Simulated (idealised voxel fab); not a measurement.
Presented below is a process module, voxel wiring stack.
In the cross-section labelled cut, the width is 220 nm and each square cell is 5 nm.
For the purposes of this document, a cross-section shall be understood as a grid of square cells, specified as bands listed in top-to-bottom order, each band consisting of one or more rows of cells.
Quick guide to a band line: top height, bottom height (nm) up front; then every material left to right with its width in nm. Only one material and it's marked "all across"? Then it fills the band edge to edge. And "empty" just means empty space.
A quick word on heights: they are counted from 0, and under that level the wafer as it came to us is one material throughout. The lowest band is different from the rest in having no bottom; it simply continues downward, written as in "0 and below".
Top row gets the first number, bottom row gets the second, and each row in between changes by the same step: that is how a band width like "30..40" works.
"stayed the same" means the step left every cell of the cross-section as it was.
The entry "Sealed cavities" lists the empty spaces that cover at least 8 cells and have no open path to the top. Each is written as width x height at distance, where the distance is measured from the left edge and all three values are in nm.
Where a step's line continues beyond its settings, the continuation is a remark by the simulator itself on that step.
When a step includes a mask, the "overlay nm" setting on its line states how far to the right of its planned place that mask lay, and negative values state how far to the left.
Set out below are the planned steps of the process
1: RECEIVE,material Si
2: CONFORMAL_DEP,material SiO2,thk nm 10
3: CONFORMAL_DEP,material SiN,thk nm 5
4: DIRECTIONAL_DEP,material lowk,thk nm 25
5: MASKED_ETCH,tone open,mask id METAL_1,width nm 25,pitch nm 45,etch materials lowk,depth nm 25,overlay nm 0
6: MASKED_ETCH,tone open,mask id METAL_1,width nm 25,pitch nm 45,etch materials SiN,depth nm 5,overlay nm 0
7: CONFORMAL_DEP,material TiN,thk nm 5
8: FILL_DEP,material Cu,thk nm 10
9: CMP,height nm 40
10: EPI,material Ru,thk nm 5
11: FILL_DEP,material SiCN,thk nm 5
12: DIRECTIONAL_DEP,material SiO2,thk nm 10
13: PATTERN,tone open,mask id PLUG_1,material resist,width nm 15,pitch nm 45,thk nm 20,overlay nm 0
14: DIRECTIONAL_ETCH,etch materials SiO2,depth nm 10
15: DIRECTIONAL_ETCH,etch materials SiCN,depth nm 5
16: STRIP,etch materials resist
17: EPI,material Ru,thk nm 10
18: EPI,material Ru,thk nm 5
19: DIRECTIONAL_DEP,material TiN,thk nm 5
20: DIRECTIONAL_DEP,material W,thk nm 15
21: PATTERN,tone cover,mask id METAL_2,material resist,width nm 25,pitch nm 45,thk nm 15,overlay nm 0
22: DIRECTIONAL_ETCH,etch materials W,depth nm 15
23: DIRECTIONAL_ETCH,etch materials TiN,depth nm 5
24: STRIP,etch materials resist
25: FILL_DEP,material lowk,thk nm 10
26: CMP,height nm 80
27: CONFORMAL_DEP,material SiCN,thk nm 5
28: DIRECTIONAL_DEP,material lowk,thk nm 20
29: PATTERN,tone open,mask id PLUG_2,material resist,width nm 15,pitch nm 45,thk nm 15,overlay nm 0
30: DIRECTIONAL_ETCH,etch materials lowk,depth nm 20
31: DIRECTIONAL_ETCH,etch materials SiCN,depth nm 5
32: STRIP,etch materials resist
33: EPI,material Ru,thk nm 10
34: EPI,material Ru,thk nm 10
35: EPI,material Ru,thk nm 5
36: CONFORMAL_DEP,material SiCN,thk nm 5
37: DIRECTIONAL_DEP,material lowk,thk nm 25
38: MASKED_ETCH,tone open,mask id METAL_3,width nm 25,pitch nm 45,etch materials lowk,depth nm 25,overlay nm 0
39: MASKED_ETCH,tone open,mask id METAL_3,width nm 25,pitch nm 45,etch materials SiCN,depth nm 5,overlay nm 0
40: CONFORMAL_DEP,material TiN,thk nm 5
41: FILL_DEP,material Ru,thk nm 10
42: CMP,height nm 135
43: CONFORMAL_DEP,material SiCN,thk nm 5
44: DIRECTIONAL_DEP,material lowk,thk nm 10
45: MASKED_ETCH,tone open,mask id PLUG_3,width nm 15,pitch nm 90,etch materials lowk,depth nm 10,overlay nm 0
46: MASKED_ETCH,tone open,mask id PLUG_3,width nm 15,pitch nm 90,etch materials SiCN,depth nm 5,overlay nm 0
47: EPI,material Ru,thk nm 10
48: EPI,material Ru,thk nm 5
49: CONFORMAL_DEP,material SiN,thk nm 5
50: DIRECTIONAL_DEP,material SiO2,thk nm 25
51: PATTERN,tone open,mask id METAL_4,material resist,width nm 25,pitch nm 45,thk nm 20,overlay nm 0
52: DIRECTIONAL_ETCH,etch materials SiO2,depth nm 25
53: DIRECTIONAL_ETCH,etch materials SiN,depth nm 5
54: STRIP,etch materials resist
55: CONFORMAL_DEP,material TiN,thk nm 5
56: FILL_DEP,material Cu,thk nm 10
57: CMP,height nm 180
58: EPI,material Ru,thk nm 5
59: FILL_DEP,material SiCN,thk nm 5
Delivered wafer in cross-section: state after step 1
* 0 and below | Si all across
* Sealed cavities: none
Cross-section: first of two wafers, module finished, run according to plan
* 190 down to 185 | SiCN all across
* 185 down to 180 | SiCN (25); Ru (35); SiCN (10); Ru (35); SiCN (10); Ru (35); SiCN (10); Ru (35); SiCN (25)
* 180 down to 155 | SiO2 (30); TiN (5); Cu (15); TiN (5); SiO2 (20); TiN (5); Cu (15); TiN (5); SiO2 (20); TiN (5); Cu (15); TiN (5); SiO2 (20); TiN (5); Cu (15); TiN (5); SiO2 (30)
* 155 down to 150 | SiN (30); TiN (25); SiN (20); TiN (25); SiN (20); TiN (25); SiN (20); TiN (25); SiN (30)
* 150 down to 140 | lowk (30); Ru (15); lowk (75); Ru (15); lowk (85)
* 140 down to 135 | SiCN (30); Ru (15); SiCN (75); Ru (15); SiCN (85)
* 135 down to 110 | lowk (30); TiN (5); Ru (15); TiN (5); lowk (20); TiN (5); Ru (15); TiN (5); lowk (20); TiN (5); Ru (15); TiN (5); lowk (20); TiN (5); Ru (15); TiN (5); lowk (30)
* 110 down to 105 | SiCN (30); TiN (25); SiCN (20); TiN (25); SiCN (20); TiN (25); SiCN (20); TiN (25); SiCN (30)
* 105 down to 85 | lowk (30); Ru (15); lowk (30); Ru (15); lowk (30); Ru (15); lowk (30); Ru (15); lowk (40)
* 85 down to 80 | SiCN (30); Ru (15); SiCN (30); Ru (15); SiCN (30); Ru (15); SiCN (30); Ru (15); SiCN (40)
* 80 down to 65 | lowk (30); W (25); lowk (20); W (25); lowk (20); W (25); lowk (20); W (25); lowk (30)
* 65 down to 60 | lowk (30); TiN (25); lowk (20); TiN (25); lowk (20); TiN (25); lowk (20); TiN (25); lowk (30)
* 60 down to 50 | SiO2 (30); Ru (15); SiO2 (30); Ru (15); SiO2 (30); Ru (15); SiO2 (30); Ru (15); SiO2 (40)
* 50 down to 40 | SiCN (30..25); Ru (15..35); SiCN (30..10); Ru (15..35); SiCN (30..10); Ru (15..35); SiCN (30..10); Ru (15..35); SiCN (40..25)
* 40 down to 15 | lowk (30); TiN (5); Cu (15); TiN (5); lowk (20); TiN (5); Cu (15); TiN (5); lowk (20); TiN (5); Cu (15); TiN (5); lowk (20); TiN (5); Cu (15); TiN (5); lowk (30)
* 15 down to 10 | SiN (30); TiN (25); SiN (20); TiN (25); SiN (20); TiN (25); SiN (20); TiN (25); SiN (30)
* 10 down to 0 | SiO2 all across
* 0 and below | Si all across
* Sealed cavities: none
Here's the second of our two wafers sectioned at module end. Same start as the first, same plan, but one mistake got made running it
* 190 down to 185 | SiCN all across
* 185 down to 180 | SiCN (30); Ru (25); SiCN (20); Ru (25); SiCN (20); Ru (25); SiCN (20); Ru (25); SiCN (30)
* 180 down to 155 | SiO2 (35); TiN (5); Cu (5); TiN (5); SiO2 (30); TiN (5); Cu (5); TiN (5); SiO2 (30); TiN (5); Cu (5); TiN (5); SiO2 (30); TiN (5); Cu (5); TiN (5); SiO2 (35)
* 155 down to 150 | SiN (35); TiN (15); SiN (30); TiN (15); SiN (30); TiN (15); SiN (30); TiN (15); SiN (35)
* 150 down to 140 | lowk (30); Ru (15); lowk (75); Ru (15); lowk (85)
* 140 down to 135 | SiCN (30); Ru (15); SiCN (75); Ru (15); SiCN (85)
* 135 down to 110 | lowk (30); TiN (5); Ru (15); TiN (5); lowk (20); TiN (5); Ru (15); TiN (5); lowk (20); TiN (5); Ru (15); TiN (5); lowk (20); TiN (5); Ru (15); TiN (5); lowk (30)
* 110 down to 105 | SiCN (30); TiN (25); SiCN (20); TiN (25); SiCN (20); TiN (25); SiCN (20); TiN (25); SiCN (30)
* 105 down to 85 | lowk (30); Ru (15); lowk (30); Ru (15); lowk (30); Ru (15); lowk (30); Ru (15); lowk (40)
* 85 down to 80 | SiCN (30); Ru (15); SiCN (30); Ru (15); SiCN (30); Ru (15); SiCN (30); Ru (15); SiCN (40)
* 80 down to 65 | lowk (30); W (25); lowk (20); W (25); lowk (20); W (25); lowk (20); W (25); lowk (30)
* 65 down to 60 | lowk (30); TiN (25); lowk (20); TiN (25); lowk (20); TiN (25); lowk (20); TiN (25); lowk (30)
* 60 down to 50 | SiO2 (30); Ru (15); SiO2 (30); Ru (15); SiO2 (30); Ru (15); SiO2 (30); Ru (15); SiO2 (40)
* 50 down to 40 | SiCN (30..25); Ru (15..35); SiCN (30..10); Ru (15..35); SiCN (30..10); Ru (15..35); SiCN (30..10); Ru (15..35); SiCN (40..25)
* 40 down to 15 | lowk (30); TiN (5); Cu (15); TiN (5); lowk (20); TiN (5); Cu (15); TiN (5); lowk (20); TiN (5); Cu (15); TiN (5); lowk (20); TiN (5); Cu (15); TiN (5); lowk (30)
* 15 down to 10 | SiN (30); TiN (25); SiN (20); TiN (25); SiN (20); TiN (25); SiN (20); TiN (25); SiN (30)
* 10 down to 0 | SiO2 all across
* 0 and below | Si all across
* Sealed cavities: none
What broke from the plan during processing? note that step 51 departed from the planned setting and was carried out as PATTERN,tone open,mask id METAL_4,material resist,width nm 15,pitch nm 45,thk nm 20,overlay nm 0
Per the end-of-run cell counts, the second wafer holds more or fewer of some materials than the first: Cu: 40 fewer, Ru: 8 fewer, SiCN: 8 more, SiN: 8 more, SiO2: 40 more, TiN: 8 fewer
